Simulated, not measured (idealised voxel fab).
Process module under the name voxel trench capacitor
The width of the displayed cross-section, cut, is 190 nm; its cells are square, with a size of 5 nm.
The cross-sections in this document take the form of a grid made of square cells. They are written out as bands, in order from top to bottom. Each band consists of one or more rows of cells.
Read a band's entry like this: the first values are the height of its top and the height of its bottom in nm, and what follows is the sequence of materials from left to right, each with its width in nm. Note that "blank" is empty space, and that a single material marked "throughout" reaches across the band from edge to edge.
Convention: height 0 is the level below which the wafer, as received, is all one material. The lowest band does not terminate at the bottom but continues downward, represented as "0..down".
Width: "30->40" (first number = top row, second number = bottom row, same change from row to row of cells).
Step marked "no change occurred"? Then no cell in the cross-section changed in it.
"Sealed void list" means: voids of 8 cells or more that are shut off from the top with no open way through. Written width x height at distance, distance from the left edge, in nm.
Anything after a step's settings on that line? It's the simulator's own note about the step.
"overlay nm" on a masked step: distance the mask lay right of its planned place, negative for left.

-- Here's what the planned process steps look like
1: op RECEIVE | material Si
2: op CONFORMAL_DEP | material SiN | thk nm 5
3: op PATTERN | tone open | mask id TRENCH | material resist | width nm 25 | pitch nm 55 | thk nm 20 | overlay nm 0
4: op DIRECTIONAL_ETCH | etch materials SiN | depth nm 5
5: op DIRECTIONAL_ETCH | etch materials Si | depth nm 35
6: op STRIP | etch materials resist
7: op CONFORMAL_DEP | material HfO2 | thk nm 5
8: op CONFORMAL_DEP | material TiN | thk nm 5
9: op FILL_DEP | material W | thk nm 5
10: op CMP | height nm 5

-- Cross-section of the incoming wafer, state after step 1
0..down | Si throughout
Sealed void list: none

-- This is how the wafer looks in cross-section once the module is done, given the starting state and plan above and one mistake in carrying the plan out
5..0 | SiN 55 nm  HfO2 5 nm  TiN 5 nm  W 10 nm  TiN 5 nm  HfO2 5 nm  SiN 25 nm  HfO2 5 nm  TiN 5 nm  W 10 nm  TiN 5 nm  HfO2 5 nm  SiN 50 nm
0..-25 | Si 55 nm  HfO2 5 nm  TiN 5 nm  W 10 nm  TiN 5 nm  HfO2 5 nm  Si 25 nm  HfO2 5 nm  TiN 5 nm  W 10 nm  TiN 5 nm  HfO2 5 nm  Si 50 nm
-25..-30 | Si 55 nm  HfO2 5 nm  TiN 20 nm  HfO2 5 nm  Si 25 nm  HfO2 5 nm  TiN 20 nm  HfO2 5 nm  Si 50 nm
-30..-35 | Si 55 nm  HfO2 30 nm  Si 25 nm  HfO2 30 nm  Si 50 nm
-35..down | Si throughout
Sealed void list: none
Short version of what went wrong: step 3 ran as: op PATTERN | tone open | mask id TRENCH | material resist | width nm 30 | pitch nm 55 | thk nm 20 | overlay nm 0
